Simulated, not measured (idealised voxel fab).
Title: Process Module voxel trench capacitor
285 nm wide, 5 nm square cells: that's cross-section cut.
Just so we're on the same page, the cross-sections are grids of square cells, and they're listed out in bands top to bottom, each band one or more rows deep.
Top, bottom (nm), then materials left to right with widths (nm); lone material tagged "edge to edge" fills the whole band edge to edge; "empty" = empty space.
Height reference: 0 = level under which incoming wafer is all one material. Lowest band: no bottom, runs on downward, e.g. "from 0 down".
Per-row width for "30->40": begins at first number (top row of band), ends at second number (bottom row), increment between rows held constant.
Step marked "same as before"? Then no cell in the cross-section changed in it.
Basically, "Enclosed internal voids" tells you about the enclosed voids: empty spaces with no open way to the top, 8 cells or bigger, each written width x height at distance, where distance is from the left edge, all in nm.
Step line, after settings: the simulator's comment on this step.
"overlay nm", when on a step's line for a step with a mask, measures how far to the right of its planned place the mask lay; a negative measure means to the left.

## These are the steps we planned for the process
- 1: RECEIVE (material Si)
- 2: CONFORMAL_DEP (material SiN; thk nm 5)
- 3: MASKED_ETCH (tone open; mask id TRENCH; width nm 25; pitch nm 40; etch materials SiN; depth nm 5; overlay nm 0)
- 4: MASKED_ETCH (tone open; mask id TRENCH; width nm 25; pitch nm 40; etch materials Si; depth nm 35; overlay nm 0)
- 5: CONFORMAL_DEP (material Al2O3; thk nm 5)
- 6: CONFORMAL_DEP (material TiN; thk nm 5)
- 7: FILL_DEP (material W; thk nm 10)
- 8: CMP (height nm 5)

## Cross-section, incoming material, after step 1
    from 0 down: Si edge to edge
    Enclosed internal voids: none

## Sectioned view, first of two wafers, at the close of the module, processed as intended in the plan
    from 5 to 0: SiN=70  Al2O3=5  TiN=5  W=5  TiN=5  Al2O3=5  SiN=15  Al2O3=5  TiN=5  W=5  TiN=5  Al2O3=5  SiN=15  Al2O3=5  TiN=5  W=5  TiN=5  Al2O3=5  SiN=15  Al2O3=5  TiN=5  W=5  TiN=5  Al2O3=5  SiN=70
    from 0 to -25: Si=70  Al2O3=5  TiN=5  W=5  TiN=5  Al2O3=5  Si=15  Al2O3=5  TiN=5  W=5  TiN=5  Al2O3=5  Si=15  Al2O3=5  TiN=5  W=5  TiN=5  Al2O3=5  Si=15  Al2O3=5  TiN=5  W=5  TiN=5  Al2O3=5  Si=70
    from -25 to -30: Si=70  Al2O3=5  TiN=15  Al2O3=5  Si=15  Al2O3=5  TiN=15  Al2O3=5  Si=15  Al2O3=5  TiN=15  Al2O3=5  Si=15  Al2O3=5  TiN=15  Al2O3=5  Si=70
    from -30 to -35: Si=70  Al2O3=25  Si=15  Al2O3=25  Si=15  Al2O3=25  Si=15  Al2O3=25  Si=70
    from -35 down: Si edge to edge
    Enclosed internal voids: none

## Second wafer through the module, sectioned at the end: same beginning and same plan as the first wafer, with one mistake in carrying it out
    from 5 to 0: SiN=70  Al2O3=5  TiN=5  W=5  TiN=5  Al2O3=5  SiN=15  Al2O3=5  TiN=5  W=5  TiN=5  Al2O3=5  SiN=15  Al2O3=5  TiN=5  W=5  TiN=5  Al2O3=5  SiN=15  Al2O3=5  TiN=5  W=5  TiN=5  Al2O3=5  SiN=70
    from 0 to -60: Si=70  Al2O3=5  TiN=5  W=5  TiN=5  Al2O3=5  Si=15  Al2O3=5  TiN=5  W=5  TiN=5  Al2O3=5  Si=15  Al2O3=5  TiN=5  W=5  TiN=5  Al2O3=5  Si=15  Al2O3=5  TiN=5  W=5  TiN=5  Al2O3=5  Si=70
    from -60 to -65: Si=70  Al2O3=5  TiN=15  Al2O3=5  Si=15  Al2O3=5  TiN=15  Al2O3=5  Si=15  Al2O3=5  TiN=15  Al2O3=5  Si=15  Al2O3=5  TiN=15  Al2O3=5  Si=70
    from -65 to -70: Si=70  Al2O3=25  Si=15  Al2O3=25  Si=15  Al2O3=25  Si=15  Al2O3=25  Si=70
    from -70 down: Si edge to edge
    Enclosed internal voids: none
Processing error: heads up, step 4 of the plan got done twice
Once processing is complete, comparing cell counts shows that the second wafer has more or fewer of certain materials than the first: +56 Al2O3; -140 Si; +56 TiN; +28 W
